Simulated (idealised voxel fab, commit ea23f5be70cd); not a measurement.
Proc. module: voxel plated lines
We display cut, a cross-section 265 nm in width whose square cells are each 5 nm.
Cross-section, as written here: a square-cell grid given band by band from the top down, where a band holds one or more rows of cells. Heights first: top, then bottom, in nm. Then materials, left to right, each with a width in nm. "throughout" on a single material: fills the band edge to edge. "empty": empty space. Counting heights begins at 0, where everything beneath is, in the wafer as received, one material. The lowest band has no bottom; it goes on downwards, as "z 0 and below" shows. Quick explanation for "30 to 40": the width changes in equal steps down the rows of cells, from the first number in the band's top row to the second number in its bottom row. Given "remains unaltered" for a step, no cell of the cross-section differs between before and after that step. "Fully enclosed voids" contains a list of empty spaces, each no smaller than 8 cells and without an open way to the top, written in the form width x height at distance with the distance from the left edge and all three in nm. Where a step's line continues beyond its settings, the continuation is a remark by the simulator itself on that step. On any step carrying a mask, the "overlay nm" setting, if present on the step's line, tells how far right of its planned place the mask lay; negative values point to the left.
Listed below are the process steps as planned
1. RECEIVE [material Si]
2. CONFORMAL_DEP [material SiO2] [thk nm 15]
3. DIRECTIONAL_DEP [material TiN] [thk nm 5]
4. PATTERN [tone open] [mask id LINES] [material resist] [width nm 20] [pitch nm 50] [thk nm 20] [overlay nm 0]
5. EPI [material Ru] [thk nm 5]
6. STRIP [etch materials resist]
7. DIRECTIONAL_ETCH [etch materials TiN] [depth nm 5]
8. CONFORMAL_DEP [material SiN] [thk nm 10]
Wafer at receipt (post step 1), cross-section
> z 0 and below = Si throughout
> Fully enclosed voids: none
What the wafer looks like in cross-section after this module, when it starts as shown above and follows the plan above but one mistake is made in running it
> z 35 to 25 = SiN throughout
> z 25 to 20 = 45 nm Ru, then 20 nm SiN, then 30 nm Ru, then 20 nm SiN, then 30 nm Ru, then 20 nm SiN, then 30 nm Ru, then 20 nm SiN, then 50 nm Ru
> z 20 to 15 = 45 nm TiN, then 20 nm SiN, then 30 nm TiN, then 20 nm SiN, then 30 nm TiN, then 20 nm SiN, then 30 nm TiN, then 20 nm SiN, then 50 nm TiN
> z 15 to 0 = SiO2 throughout
> z 0 and below = Si throughout
> Fully enclosed voids: none
The mistake made against the process plan was this: step 4 was run on a setting that differed from the plan, and what really ran there is PATTERN [tone cover] [mask id LINES] [material resist] [width nm 20] [pitch nm 50] [thk nm 20] [overlay nm 0]
